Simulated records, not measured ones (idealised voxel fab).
voxel self aligned contacts: a process module
The figure presents cross-section cut, which has a width of 210 nm and is divided into square cells with an edge length of 5 nm.
For the purposes of this document, a cross-section shall be understood as a grid of square cells, specified as bands listed in top-to-bottom order, each band consisting of one or more rows of cells.
Per band: top height and bottom height in nm, followed by the left-to-right materials and their widths in nm; "full width" marks a single material spanning edge to edge, "air" marks empty space.
For the purposes of this specification, 0 denotes the height below which the wafer in its as-received condition is composed wholly of one material, and the lowermost band, lacking a lower limit, extends downward without end, as expressed in "0..down".
Width: "30..40" (first number = top row, second number = bottom row, same change from row to row of cells).
What does "nothing different" mean for a step? It means no cell of the cross-section changed in that step.
Listed in "Sealed cavities": every empty space of 8 or more cells without an open way to the top. Form: width x height at distance, the distance being from the left edge, all in nm.
On each step's line, the part that comes after the settings is the simulator's own comment on the step.
For masked steps, "overlay nm" on the step line gives how far right of plan the mask actually lay; a minus sign means it lay to the left.
**Intended process steps**
1. RECEIVE (material Si)
2. CONFORMAL_DEP (material SiO2; thk nm 5)
3. DIRECTIONAL_DEP (material polySi; thk nm 30)
4. DIRECTIONAL_DEP (material SiN; thk nm 20)
5. PATTERN (tone cover; mask id GATE; material resist; width nm 30; pitch nm 55; thk nm 15; overlay nm 0)
6. DIRECTIONAL_ETCH (etch materials SiN; depth nm 20)
7. DIRECTIONAL_ETCH (etch materials polySi; depth nm 30)
8. STRIP (etch materials resist)
9. CONFORMAL_DEP (material SiN; thk nm 5)
10. DIRECTIONAL_ETCH (etch materials SiN; depth nm 5)
11. FILL_DEP (material SiO2; thk nm 15)
12. CMP (height nm 60)
13. MASKED_ETCH (tone open; mask id CONTACT; width nm 35; pitch nm 55; etch materials SiO2; depth nm 60; overlay nm 0)
14. CONFORMAL_DEP (material TiN; thk nm 5)
15. FILL_DEP (material W; thk nm 5)
16. CMP (height nm 60)
17. CONFORMAL_DEP (material SiCN; thk nm 5)
**Shown in cross-section is the wafer as received, that is, as it stands after step 1**
- 0..down | Si full width
- Sealed cavities: none
**Figure: cross-sectional view of the wafer upon completion of the module, processed from the initial state and according to the plan depicted above, with one error introduced during execution**
- 65..60 | SiCN full width
- 60..55 | 60 nm SiO2  15 nm TiN  5 nm W  15 nm TiN  20 nm SiO2  15 nm TiN  5 nm W  15 nm TiN  60 nm SiO2
- 55..30 | 30 nm SiO2  5 nm SiN  30 nm polySi  5 nm SiN  5 nm TiN  5 nm W  5 nm TiN  5 nm SiN  30 nm polySi  5 nm SiN  5 nm TiN  5 nm W  5 nm TiN  5 nm SiN  30 nm polySi  5 nm SiN  30 nm SiO2
- 30..25 | 30 nm SiO2  5 nm SiN  30 nm polySi  5 nm SiN  15 nm TiN  5 nm SiN  30 nm polySi  5 nm SiN  15 nm TiN  5 nm SiN  30 nm polySi  5 nm SiN  30 nm SiO2
- 25..5 | SiN full width
- 5..0 | SiO2 full width
- 0..down | Si full width
- Sealed cavities: none
Want to know what went wrong? note: step 3 <-> step 4, run order reversed vs plan
